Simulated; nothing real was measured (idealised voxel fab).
The name of this process module is voxel released beams.
We display cut, a cross-section 190 nm in width whose square cells are each 5 nm.
Think of the cross-section as a grid of square cells. We describe it in bands, top to bottom, and each band covers one or more rows of those cells.
First you get the band's top height and its bottom height, in nm, and then the materials it's made of, left to right, with each width in nm. If you see a single material with "everywhere", that one covers the band edge to edge. "air" is empty space.
Height 0 is the level under which the wafer as received is all one material. The lowest band goes on downwards, as in "0 down".
Per-row width for "30->40": begins at first number (top row of band), ends at second number (bottom row), increment between rows held constant.
Given "remained the same" for a step, no cell of the cross-section differs between before and after that step.
Basically, "Closed void register" tells you about the enclosed voids: empty spaces with no open way to the top, 8 cells or bigger, each written width x height at distance, where distance is from the left edge, all in nm.
On each step's line, the part that comes after the settings is the simulator's own comment on the step.
overlay nm: for a step with a mask, the amount by which the mask lay right of where it was planned; a negative amount means left of it.
plan
step 1: RECEIVE with material Si
step 2: CONFORMAL_DEP with material SiN, thk nm 5
step 3: DIRECTIONAL_DEP with material SiO2, thk nm 20
step 4: PATTERN with tone open, mask id ANCHOR, material resist, width nm 45, thk nm 15, overlay nm 0
step 5: DIRECTIONAL_ETCH with etch materials SiO2, depth nm 20
step 6: STRIP with etch materials resist
step 7: CONFORMAL_DEP with material TiN, thk nm 15
step 8: PATTERN with tone cover, mask id BEAM, material resist, width nm 130, thk nm 15, overlay nm 0
step 9: DIRECTIONAL_ETCH with etch materials TiN, depth nm 15
step 10: STRIP with etch materials resist
step 11: STRIP with etch materials SiO2
The first of the two wafers, which ran as planned
This is the cross-section of the wafer as we received it, i.e. after step 1
	0 down  Si everywhere
	Closed void register: none
Upon completion of step 2, the wafer appears in cross-section as shown
	5 to 0  SiN everywhere
	Unchanged below 0.
Upon completion of step 3, the wafer appears in cross-section as shown
	25 to 5  SiO2 everywhere
	Unchanged below 5.
Upon completion of step 4, the wafer appears in cross-section as shown
	40 to 25  resist: 30, then air: 45, then resist: 115
	Unchanged below 25.
Upon completion of step 5, the wafer appears in cross-section as shown
	40 to 25  resist: 30, then air: 45, then resist: 115
	25 to 5  SiO2: 30, then air: 45, then SiO2: 115
	Unchanged below 5.
Upon completion of step 6, the wafer appears in cross-section as shown
	25 to 5  SiO2: 30, then air: 45, then SiO2: 115
	Unchanged below 5.
Upon completion of step 7, the wafer appears in cross-section as shown
	40 to 25  TiN: 45, then air: 15, then TiN: 130
	25 to 20  SiO2: 30, then TiN: 15, then air: 15, then TiN: 15, then SiO2: 115
	20 to 5  SiO2: 30, then TiN: 45, then SiO2: 115
	Unchanged below 5.
Upon completion of step 8, the wafer appears in cross-section as shown
	55 to 40  air: 25, then resist: 130, then air: 35
	40 to 25  TiN: 45, then resist: 15, then TiN: 130
	25 to 20  SiO2: 30, then TiN: 15, then resist: 15, then TiN: 15, then SiO2: 115
	Unchanged below 20.
Upon completion of step 9, the wafer appears in cross-section as shown
	55 to 40  air: 25, then resist: 130, then air: 35
	40 to 25  air: 25, then TiN: 20, then resist: 15, then TiN: 95, then air: 35
	Unchanged below 25.
Upon completion of step 10, the wafer appears in cross-section as shown
	40 to 25  air: 25, then TiN: 20, then air: 15, then TiN: 95, then air: 35
	25 to 20  SiO2: 30, then TiN: 15, then air: 15, then TiN: 15, then SiO2: 115
	Unchanged below 20.
Upon completion of step 11, the wafer appears in cross-section as shown
	40 to 25  air: 25, then TiN: 20, then air: 15, then TiN: 95, then air: 35
	25 to 20  air: 30, then TiN: 15, then air: 15, then TiN: 15, then air: 115
	20 to 5  air: 30, then TiN: 45, then air: 115
	Unchanged below 5.
The second wafer began exactly as the first did and followed the same plan, but one mistake was made while running it; through step 6 inclusive, the two wafers are identical
Second wafer cross-section, taken as of the time the plan sets for step 7 to be done
	40 to 25  SiN: 45, then air: 15, then SiN: 130
	25 to 20  SiO2: 30, then SiN: 15, then air: 15, then SiN: 15, then SiO2: 115
	20 to 5  SiO2: 30, then SiN: 45, then SiO2: 115
	Unchanged below 5.
Second wafer cross-section, taken as of the time the plan sets for step 8 to be done
	55 to 40  air: 25, then resist: 130, then air: 35
	40 to 25  SiN: 45, then resist: 15, then SiN: 130
	25 to 20  SiO2: 30, then SiN: 15, then resist: 15, then SiN: 15, then SiO2: 115
	Unchanged below 20.
Second wafer cross-section, taken as of the time the plan sets for step 9 to be done: remained the same
Second wafer cross-section, taken as of the time the plan sets for step 10 to be done
	40 to 25  SiN: 45, then air: 15, then SiN: 130
	25 to 20  SiO2: 30, then SiN: 15, then air: 15, then SiN: 15, then SiO2: 115
	Unchanged below 20.
Second wafer cross-section, taken as of the time the plan sets for step 11 to be done: remained the same
Short version of what went wrong: planned and actual differ for step 7; actual: CONFORMAL_DEP with material SiN, thk nm 15
Bottom line after processing is that, in cells, the second wafer is up or down on some materials versus the first: SiN: 138 more; SiO2: 116 more; TiN: 102 fewer
